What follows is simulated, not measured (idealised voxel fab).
You're looking at the process module voxel self aligned vias.
Square cells of 5 nm make up the cross-section cut, whose width is 240 nm.
In this document a cross-section is written as a grid of square cells. It is given as a series of bands, listed from the top down, and a band is one or more rows of cells. Band: top and bottom heights (nm) first, top before bottom; then materials from left to right, widths in nm. "everywhere" marks a sole material filling the band edge to edge. "empty" denotes empty space. The level at which height equals 0 is the one under which the wafer, as it arrives, is entirely one material. No lower edge exists for the bottom band, which continues downward and is notated as in "0..down". The two numbers in a width such as "30->40" mark its ends across the band: the first belongs to the top row of cells, the second to the bottom row, and from each row to the next the width moves by the same amount. "left unchanged" (step): cross-section cells unchanged, all of them. "Fully closed voids" lists enclosed empty spaces (at least 8 cells, no open path upward to the top), each as width x height at distance from the left edge, in nm. It should be noted that, on the line of a given step, the content following the step's settings is a remark produced by the simulator itself with respect to that step. "overlay nm" answers the question of how far to the right of plan the mask lay on a step that has a mask, and when it is negative the answer is to the left.
Process steps (planned):
1: RECEIVE | material Si
2: CONFORMAL_DEP | material SiO2 | thk nm 15
3: CONFORMAL_DEP | material SiCN | thk nm 5
4: DIRECTIONAL_DEP | material lowk | thk nm 25
5: MASKED_ETCH | tone open | mask id LINES | width nm 30 | pitch nm 65 | etch materials lowk | depth nm 25 | overlay nm 0
6: CONFORMAL_DEP | material TiN | thk nm 5
7: FILL_DEP | material W | thk nm 10
8: CMP | height nm 45
9: SELECTIVE_ETCH | etch materials W Ru TiN | depth nm 10
10: FILL_DEP | material SiN | thk nm 5
11: CMP | height nm 45
12: DIRECTIONAL_DEP | material lowk | thk nm 20
13: PATTERN | tone open | mask id VIAS | material resist | width nm 40 | pitch nm 65 | thk nm 15 | overlay nm 0
14: DIRECTIONAL_ETCH | etch materials lowk | depth nm 20
15: DIRECTIONAL_ETCH | etch materials SiN | depth nm 10
16: STRIP | etch materials resist
17: CONFORMAL_DEP | material TiN | thk nm 5
18: FILL_DEP | material Cu | thk nm 5
19: CMP | height nm 65
20: CONFORMAL_DEP | material SiCN | thk nm 5
Received-state cross-section, reflecting completion of step 1:
- 0..down = Si everywhere
- Fully closed voids: none
First wafer at the end, as planned:
- 70..65 = SiCN everywhere
- 65..50 = lowk: 35  TiN: 5  Cu: 30  TiN: 5  lowk: 25  TiN: 5  Cu: 30  TiN: 5  lowk: 25  TiN: 5  Cu: 30  TiN: 5  lowk: 35
- 50..40 = lowk: 35->40  TiN: 10->5  Cu: 20  TiN: 10->5  lowk: 25->35  TiN: 10->5  Cu: 20  TiN: 10->5  lowk: 25->35  TiN: 10->5  Cu: 20  TiN: 10->5  lowk: 35->40
- 40..35 = lowk: 40  TiN: 30  lowk: 35  TiN: 30  lowk: 35  TiN: 30  lowk: 40
- 35..25 = lowk: 40  TiN: 5  W: 20  TiN: 5  lowk: 35  TiN: 5  W: 20  TiN: 5  lowk: 35  TiN: 5  W: 20  TiN: 5  lowk: 40
- 25..20 = lowk: 40  TiN: 30  lowk: 35  TiN: 30  lowk: 35  TiN: 30  lowk: 40
- 20..15 = SiCN everywhere
- 15..0 = SiO2 everywhere
- 0..down = Si everywhere
- Fully closed voids: none
End-of-module cross-section of the second wafer: identical starting point and process plan to the first, with one processing mistake:
- 70..65 = SiCN everywhere
- 65..50 = lowk: 35  TiN: 5  Cu: 30  TiN: 5  lowk: 25  TiN: 5  Cu: 30  TiN: 5  lowk: 25  TiN: 5  Cu: 30  TiN: 5  lowk: 35
- 50..45 = lowk: 35  TiN: 40  lowk: 25  TiN: 40  lowk: 25  TiN: 40  lowk: 35
- 45..25 = lowk: 40  TiN: 5  lowk: 20  TiN: 5  lowk: 35  TiN: 5  lowk: 20  TiN: 5  lowk: 35  TiN: 5  lowk: 20  TiN: 5  lowk: 40
- 25..20 = lowk: 40  TiN: 30  lowk: 35  TiN: 30  lowk: 35  TiN: 30  lowk: 40
- 20..15 = SiCN everywhere
- 15..0 = SiO2 everywhere
- 0..down = Si everywhere
- Fully closed voids: none
Nonconformance to the process plan: step 7 was processed under conditions differing from the plan, specifically as FILL_DEP | material lowk | thk nm 10
The final cell counts differ between the wafers, with the second having more or fewer of some materials than the first: -24 Cu | -24 W | +48 lowk
